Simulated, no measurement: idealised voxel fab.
The process module presented herein is designated voxel capacitor over wiring.
cross-section cut | 190 nm wide | cells 5 nm
Cross-section layout: square cells on a grid; listed as bands, top to bottom; a band spans one or more cell rows. Read a band's entry like this: the first values are the height of its top and the height of its bottom in nm, and what follows is the sequence of materials from left to right, each with its width in nm. Note that "blank" is empty space, and that a single material marked "throughout" reaches across the band from edge to edge. Height 0 is the level under which the wafer as received is all one material. The lowest band goes on downwards, as in "0 and below". Think of "30->40" as a width that walks from the first number to the second as you go down the band, top row to bottom row, taking equal-sized steps from row to row. "all unchanged", as given for a step, is the statement that not any cell of the cross-section underwent a change during that step. Entry "Sealed void inventory". Content: empty spaces with no open connection to the top, size 8 cells or greater. Each: width x height at distance. Distance: from left edge. Unit: nm. The remark found on a step's line after its settings is issued by the simulator itself and pertains to that step. The optional step-line setting "overlay nm" applies to steps with a mask and quantifies how far to the right of its planned location the mask lay, a negative value indicating leftward placement.
## So here's the lineup of process steps we planned
1,RECEIVE: material Si
2,CONFORMAL_DEP: material SiO2, thk nm 10
3,DIRECTIONAL_DEP: material TiN, thk nm 5
4,DIRECTIONAL_DEP: material Ru, thk nm 25
5,PATTERN: tone cover, mask id METAL_1, material resist, width nm 20, pitch nm 75, thk nm 15, overlay nm 0
6,DIRECTIONAL_ETCH: etch materials Ru, depth nm 25
7,DIRECTIONAL_ETCH: etch materials TiN, depth nm 5
8,STRIP: etch materials resist
9,FILL_DEP: material SiO2, thk nm 10
10,CMP: height nm 40
11,CONFORMAL_DEP: material SiCN, thk nm 5
12,DIRECTIONAL_DEP: material SiO2, thk nm 10
13,PATTERN: tone open, mask id PLUG_1, material resist, width nm 15, thk nm 20, overlay nm 0
14,DIRECTIONAL_ETCH: etch materials SiO2, depth nm 10
15,DIRECTIONAL_ETCH: etch materials SiCN, depth nm 5
16,STRIP: etch materials resist
17,EPI: material Ru, thk nm 10
18,EPI: material Ru, thk nm 5
19,DIRECTIONAL_DEP: material TiN, thk nm 10
20,DIRECTIONAL_DEP: material HfO2, thk nm 5
21,DIRECTIONAL_DEP: material TiN, thk nm 10
22,PATTERN: tone cover, mask id UPPER_PLATE, material resist, width nm 60, thk nm 20, overlay nm 0
23,DIRECTIONAL_ETCH: etch materials TiN, depth nm 10
24,DIRECTIONAL_ETCH: etch materials HfO2, depth nm 5
25,STRIP: etch materials resist
26,DIRECTIONAL_DEP: material aC, thk nm 10
27,PATTERN: tone cover, mask id LOWER_PLATE, material resist, width nm 70, thk nm 30, overlay nm 0
28,DIRECTIONAL_ETCH: etch materials aC, depth nm 10
29,STRIP: etch materials resist
30,DIRECTIONAL_ETCH: etch materials TiN, depth nm 10
31,STRIP: etch materials aC
32,FILL_DEP: material SiO2, thk nm 15
33,CMP: height nm 90
34,MASKED_ETCH: tone open, mask id PLUG_2, width nm 15, etch materials SiO2, depth nm 10, overlay nm 0
35,CONFORMAL_DEP: material TiN, thk nm 5
36,FILL_DEP: material W, thk nm 5
37,CMP: height nm 90
38,CONFORMAL_DEP: material SiCN, thk nm 5
## Cross-sectional view of the wafer in its as-received condition, corresponding to the state after step 1
    0 and below: Si throughout
    Sealed void inventory: none
## Below is the wafer in cross-section after the module was completed. It began from the starting point shown above and followed the plan shown above, except that one mistake was made while running it
    95 down to 90: SiCN throughout
    90 down to 80: SiO2: 50; TiN: 25; SiO2: 115
    80 down to 75: SiO2: 50; HfO2: 25; TiN: 35; SiO2: 80
    75 down to 70: SiO2: 45; TiN: 65; SiO2: 80
    70 down to 65: SiO2: 45; TiN: 30; HfO2: 35; SiO2: 80
    65 down to 55: SiO2: 40; Ru: 35; TiN: 40; SiO2: 75
    55 down to 45: SiO2: 50; Ru: 15; SiO2: 125
    45 down to 40: SiCN: 50; Ru: 15; SiCN: 125
    40 down to 15: SiO2: 45; Ru: 20; SiO2: 55; Ru: 20; SiO2: 50
    15 down to 10: SiO2: 45; TiN: 20; SiO2: 55; TiN: 20; SiO2: 50
    10 down to 0: SiO2 throughout
    0 and below: Si throughout
    Sealed void inventory: none
Short version of what went wrong: step 17 was run twice
